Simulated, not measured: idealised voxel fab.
This section sets out a process module, namely voxel trench capacitor.
Displayed cross-section: cut, width of 245 nm, square cells sized 5 nm.
Think of the cross-section as a grid of square cells. We describe it in bands, top to bottom, and each band covers one or more rows of those cells.
Band: top height; bottom height; in nm. Then, left to right: material with width in nm, for each material. "all across": a single material spanning edge to edge. "blank": empty space.
Zero point of the height axis is 0; under it, received wafer = one material. Lowest band: continues down indefinitely, "0..down".
A two-number width, for instance "30 to 40", indicates that the width is equal to the first number in the top row of the band and to the second number in the bottom row, and that it changes by a constant amount per row of cells.
A step reported as "nothing changed" is a step in which no cell of the cross-section changed.
"Closed internal cavities" contains a list of empty spaces, each no smaller than 8 cells and without an open way to the top, written in the form width x height at distance with the distance from the left edge and all three in nm.
Past the settings on a step's line: simulator remark, on that step.
The "overlay nm" setting may appear on a step's line; for a step that uses a mask, it gives how far to the right of its planned position the mask lay, and a negative value indicates the left.

### Here's what the planned process steps look like
step 1: RECEIVE with material Si
step 2: CONFORMAL_DEP with material SiN, thk nm 10
step 3: DIRECTIONAL_DEP with material aC, thk nm 15
step 4: PATTERN with tone open, mask id TRENCH, material resist, width nm 20, pitch nm 40, thk nm 35, overlay nm 0
step 5: DIRECTIONAL_ETCH with etch materials aC, depth nm 15
step 6: STRIP with etch materials resist
step 7: DIRECTIONAL_ETCH with etch materials SiN, depth nm 10
step 8: DIRECTIONAL_ETCH with etch materials Si, depth nm 30
step 9: STRIP with etch materials aC
step 10: CONFORMAL_DEP with material Al2O3, thk nm 5
step 11: FILL_DEP with material polySi, thk nm 10
step 12: CMP with height nm 10

### Wafer at receipt (post step 1), cross-section
	0..down: Si all across
	Closed internal cavities: none

### First of two wafers: cross-section at end of module, run per plan
	10..0: SiN: 90; Al2O3: 5; polySi: 10; Al2O3: 5; SiN: 20; Al2O3: 5; polySi: 10; Al2O3: 5; SiN: 95
	0..-25: Si: 90; Al2O3: 5; polySi: 10; Al2O3: 5; Si: 20; Al2O3: 5; polySi: 10; Al2O3: 5; Si: 95
	-25..-30: Si: 90; Al2O3: 20; Si: 20; Al2O3: 20; Si: 95
	-30..down: Si all across
	Closed internal cavities: none

### This cross-section belongs to the second wafer of two at the end of the module; the start and the plan were shared with the first, and the run included one mistake
	10..0: SiN: 95; Al2O3: 5; polySi: 5; Al2O3: 5; SiN: 25; Al2O3: 5; polySi: 5; Al2O3: 5; SiN: 95
	0..-25: Si: 95; Al2O3: 5; polySi: 5; Al2O3: 5; Si: 25; Al2O3: 5; polySi: 5; Al2O3: 5; Si: 95
	-25..-30: Si: 95; Al2O3: 15; Si: 25; Al2O3: 15; Si: 95
	-30..down: Si all across
	Closed internal cavities: none
Short version of what went wrong: step 4 was not run as planned; what actually ran was PATTERN with tone open, mask id TRENCH, material resist, width nm 15, pitch nm 40, thk nm 35, overlay nm 0
Heads up, by the end the second wafer has more or fewer cells of some materials compared to the first: 2 fewer of Al2O3; 12 more of Si; 4 more of SiN; 14 fewer of polySi
